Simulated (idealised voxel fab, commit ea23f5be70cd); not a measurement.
The document below concerns the process module designated voxel self aligned vias.
Cross-section cut spans 210 nm and uses square cells 5 nm in size.
Each cross-section below is a grid of square cells, stated as bands in top-down order, with one or more rows of cells making up each band. It is stipulated that each band's entry specify, in nanometres, the height of the top of the band and then that of its bottom, followed by the materials of the band in left-to-right sequence, each together with its width in nanometres. A single material marked by the word "throughout" is understood to fill the band from edge to edge; the word "air" is understood to denote empty space. Note: height 0 marks the level under which the wafer is uniformly one material as received. Lowest band unbounded below, written "0..down". Per-row width for "30..40": begins at first number (top row of band), ends at second number (bottom row), increment between rows held constant. The cross-section has no changed cell in any step marked "nothing different". The list in "Completely sealed voids" covers empty spaces of 8 cells or more that cannot reach the top through any open way, and it gives each as width x height at distance; the distance is from the left edge, and width, height and distance are in nm. The remark found on a step's line after its settings is issued by the simulator itself and pertains to that step. For masked steps, "overlay nm" on the step line gives how far right of plan the mask actually lay; a minus sign means it lay to the left.
Steps planned for the process
1) RECEIVE | material Si
2) CONFORMAL_DEP | material SiO2 | thk nm 10
3) CONFORMAL_DEP | material SiCN | thk nm 5
4) DIRECTIONAL_DEP | material lowk | thk nm 20
5) PATTERN | tone open | mask id LINES | material resist | width nm 30 | pitch nm 55 | thk nm 15 | overlay nm 0
6) DIRECTIONAL_ETCH | etch materials lowk | depth nm 20
7) STRIP | etch materials resist
8) CONFORMAL_DEP | material TiN | thk nm 5
9) FILL_DEP | material Ru | thk nm 10
10) CMP | height nm 35
11) SELECTIVE_ETCH | etch materials W Ru TiN | depth nm 5
12) FILL_DEP | material SiN | thk nm 5
13) CMP | height nm 35
14) DIRECTIONAL_DEP | material lowk | thk nm 20
15) MASKED_ETCH | tone open | mask id VIAS | width nm 40 | etch materials lowk | depth nm 20 | overlay nm 0
16) MASKED_ETCH | tone open | mask id VIAS | width nm 40 | etch materials SiN | depth nm 5 | overlay nm 0
17) CONFORMAL_DEP | material TiN | thk nm 5
18) FILL_DEP | material W | thk nm 10
19) CMP | height nm 55
20) CONFORMAL_DEP | material SiN | thk nm 5
Received-state cross-section, reflecting completion of step 1
  0..down: Si throughout
  Completely sealed voids: none
The first of two wafers, cross-sectioned at the end of the module, with the run proceeding as planned
  60..55: SiN throughout
  55..40: lowk 55; TiN 5; W 30; TiN 5; lowk 115
  40..35: lowk 55; TiN 10; W 20; TiN 10; lowk 115
  35..30: lowk 60; TiN 30; lowk 25; SiN 30; lowk 65
  30..20: lowk 60; TiN 5; Ru 20; TiN 5; lowk 25; TiN 5; Ru 20; TiN 5; lowk 65
  20..15: lowk 60; TiN 30; lowk 25; TiN 30; lowk 65
  15..10: SiCN throughout
  10..0: SiO2 throughout
  0..down: Si throughout
  Completely sealed voids: none
End-of-module cross-section of the second wafer: identical starting point and process plan to the first, with one processing mistake
  60..55: SiN throughout
  55..40: lowk 55; TiN 5; W 30; TiN 5; lowk 115
  40..35: lowk 55; TiN 10; W 20; TiN 10; lowk 115
  35..30: lowk 60; TiN 30; lowk 25; SiN 30; lowk 65
  30..20: lowk 60; TiN 5; Ru 20; TiN 5; lowk 25; TiN 5; Ru 20; TiN 5; lowk 65
  20..15: lowk 60; TiN 30; lowk 25; TiN 30; lowk 65
  15..10: SiCN throughout
  10..0: lowk throughout
  0..down: Si throughout
  Completely sealed voids: none
What was done differently from what was planned? step 2 was run on a setting that differed from the plan, and what really ran there is CONFORMAL_DEP | material lowk | thk nm 10
Final difference in cells, second wafer against first, listed per material as more or fewer: 84 fewer of SiO2 | 84 more of lowk
